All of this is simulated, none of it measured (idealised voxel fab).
A process module follows: voxel ribs on slabs.
Section cut is 145 nm wide and gridded with 5 nm square cells.
A cross-section is a grid of square cells, given in bands from the top down. A band is one or more rows of cells. The band entry comprises the height of the band's top followed by the height of its bottom, expressed in nm, and subsequently the band's materials from left to right, each stated together with its width in nm. Where a single material is marked with the word "edge to edge", that material fills the band from edge to edge. The word "empty" represents empty space. Height reference: 0 = level under which incoming wafer is all one material. Lowest band: no bottom, runs on downward, e.g. "0 nm and below". The two numbers in a width such as "30..40" mark its ends across the band: the first belongs to the top row of cells, the second to the bottom row, and from each row to the next the width moves by the same amount. A step reported as "nothing was modified" is a step in which no cell of the cross-section changed. Any empty space of 8 cells or more lacking an open way to the top shows up in "Sealed void inventory" as width x height at distance, distance from the left edge, in nm. Anything after a step's settings on that line? It's the simulator's own note about the step. The optional step-line setting "overlay nm" applies to steps with a mask and quantifies how far to the right of its planned location the mask lay, a negative value indicating leftward placement.
Set out below are the planned steps of the process:
- 1: RECEIVE,material Si
- 2: DIRECTIONAL_DEP,material SiO2,thk nm 30
- 3: DIRECTIONAL_DEP,material polySi,thk nm 25
- 4: PATTERN,tone cover,mask id RIB,material resist,width nm 30,thk nm 15,overlay nm 0
- 5: DIRECTIONAL_ETCH,etch materials polySi,depth nm 20
- 6: STRIP,etch materials resist
- 7: DIRECTIONAL_DEP,material aC,thk nm 10
- 8: PATTERN,tone cover,mask id SLAB,material resist,width nm 80,thk nm 30,overlay nm 0
- 9: DIRECTIONAL_ETCH,etch materials aC,depth nm 10
- 10: STRIP,etch materials resist
- 11: DIRECTIONAL_ETCH,etch materials polySi,depth nm 5
- 12: STRIP,etch materials aC
- 13: FILL_DEP,material SiO2,thk nm 25
- 14: CMP,height nm 70
- 15: DIRECTIONAL_DEP,material W,thk nm 5
- 16: MASKED_ETCH,tone cover,mask id HEATER,width nm 30,etch materials W,depth nm 5,overlay nm 0
- 17: CONFORMAL_DEP,material SiN,thk nm 5
What sets these wafers apart? The width nm at step 16. They all start alike, and the plan carries the first wafer's value.
First of several wafers (as received, post step 1), cross-sectional view:
- 0 nm and below: Si edge to edge
- Sealed void inventory: none
First of several wafers in cross-section at module end, following the final step, step 17:
- 80 nm to 75 nm: 50 empty  40 SiN  55 empty
- 75 nm to 70 nm: 55 SiN  30 W  60 SiN
- 70 nm to 55 nm: SiO2 edge to edge
- 55 nm to 35 nm: 55 SiO2  30 polySi  60 SiO2
- 35 nm to 30 nm: 30 SiO2  80 polySi  35 SiO2
- 30 nm to 0 nm: SiO2 edge to edge
- 0 nm and below: Si edge to edge
- Sealed void inventory: none
Last wafer of the set, cross-sectioned at end of module:
- 80 nm to 75 nm: 40 empty  65 SiN  40 empty
- 75 nm to 70 nm: 45 SiN  55 W  45 SiN
- 70 nm to 55 nm: SiO2 edge to edge
- 55 nm to 35 nm: 55 SiO2  30 polySi  60 SiO2
- 35 nm to 30 nm: 30 SiO2  80 polySi  35 SiO2
- 30 nm to 0 nm: SiO2 edge to edge
- 0 nm and below: Si edge to edge
- Sealed void inventory: none
The table below has one row for each wafer; a row shows, as of the end of the module, how many cells of each material the wafer has gained, marked (+), or lost, marked (-), since it was received, and then the wafer's closed voids:
width nm 30; +31 SiN; +366 SiO2; +6 W; +40 polySi; Sealed void inventory: none
width nm 35; +31 SiN; +366 SiO2; +7 W; +40 polySi; Sealed void inventory: none
width nm 40; +31 SiN; +366 SiO2; +8 W; +40 polySi; Sealed void inventory: none
width nm 45; +31 SiN; +366 SiO2; +9 W; +40 polySi; Sealed void inventory: none
width nm 50; +31 SiN; +366 SiO2; +10 W; +40 polySi; Sealed void inventory: none
width nm 55; +31 SiN; +366 SiO2; +11 W; +40 polySi; Sealed void inventory: none
